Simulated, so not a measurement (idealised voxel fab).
voxel fin reveal: a process module
Shown is cross-section cut, with a width of 265 nm and square cells of size 5 nm.
Heads up, the way a cross-section reads in here is a grid of square cells, handed over as bands from the top down, with every band being one or more rows of cells. Read a band's entry like this: the first values are the height of its top and the height of its bottom in nm, and what follows is the sequence of materials from left to right, each with its width in nm. Note that "blank" is empty space, and that a single material marked "full width" reaches across the band from edge to edge. Heads up on the height convention: 0 is the point under which the incoming wafer is all one material, and the lowest band has no bottom, it just keeps going down, like "top 0, no bottom". It should be noted that a width expressed as "30->40" varies in equal increments from row to row of cells within the band, taking the value of the first number at the top row and that of the second number at the bottom row. It should be understood that the words "everything unchanged", when stated for a given step, signify that the cross-section underwent no change in any of its cells during that step. Closed empty spaces (no open way to the top) of 8 cells or more are what "Tabulated closed voids" lists, each as width x height at distance from the left edge, nm for all three. On each step's line, the part that comes after the settings is the simulator's own comment on the step. overlay nm: for a step with a mask, the amount by which the mask lay right of where it was planned; a negative amount means left of it.

Process steps - plan:
1. RECEIVE: material Si
2. CONFORMAL_DEP: material SiN, thk nm 5
3. MASKED_ETCH: tone cover, mask id FINS, width nm 15, pitch nm 35, etch materials SiN, depth nm 5, overlay nm 0
4. MASKED_ETCH: tone cover, mask id FINS, width nm 15, pitch nm 35, etch materials Si, depth nm 30, overlay nm 0
5. OXIDIZE: depth nm 5
6. FILL_DEP: material SiO2, thk nm 10
7. CMP: height nm 5
8. SELECTIVE_ETCH: etch materials SiO2, depth nm 15
9. STRIP: etch materials SiN
10. CONFORMAL_DEP: material SiO2, thk nm 5
Split variable: thk nm, step 10. Plan value = first wafer. Wafers start alike.

First wafer as received, after step 1:
	top 0, no bottom: Si full width
	Tabulated closed voids: none

After the module's final step, step 10: the first of several wafers in cross-section:
	top 5, bottom 0: blank 105  SiO2 15  blank 20  SiO2 15  blank 110
	top 0, bottom -5: blank 105  SiO2 5  Si 5  SiO2 5  blank 20  SiO2 5  Si 5  SiO2 5  blank 110
	top -5, bottom -35: SiO2 110  Si 5  SiO2 30  Si 5  SiO2 115
	top -35, no bottom: Si full width
	Tabulated closed voids: none

Last wafer at the end:
	top 20, bottom 10: blank 90  SiO2 80  blank 95
	top 10, bottom 0: SiO2 full width
	top 0, bottom -35: SiO2 110  Si 5  SiO2 30  Si 5  SiO2 115
	top -35, no bottom: Si full width
	Tabulated closed voids: none

Tabulated below, wafer by wafer, are the end-of-module results: for each material, the number of cells gained (+) or lost (-) relative to the as-received state, followed by the closed voids:
thk nm 5; -357 Si; +316 SiO2; Tabulated closed voids: none
thk nm 10; -357 Si; +377 SiO2; Tabulated closed voids: none
thk nm 15; -357 Si; +438 SiO2; Tabulated closed voids: none
thk nm 20; -357 Si; +495 SiO2; Tabulated closed voids: none
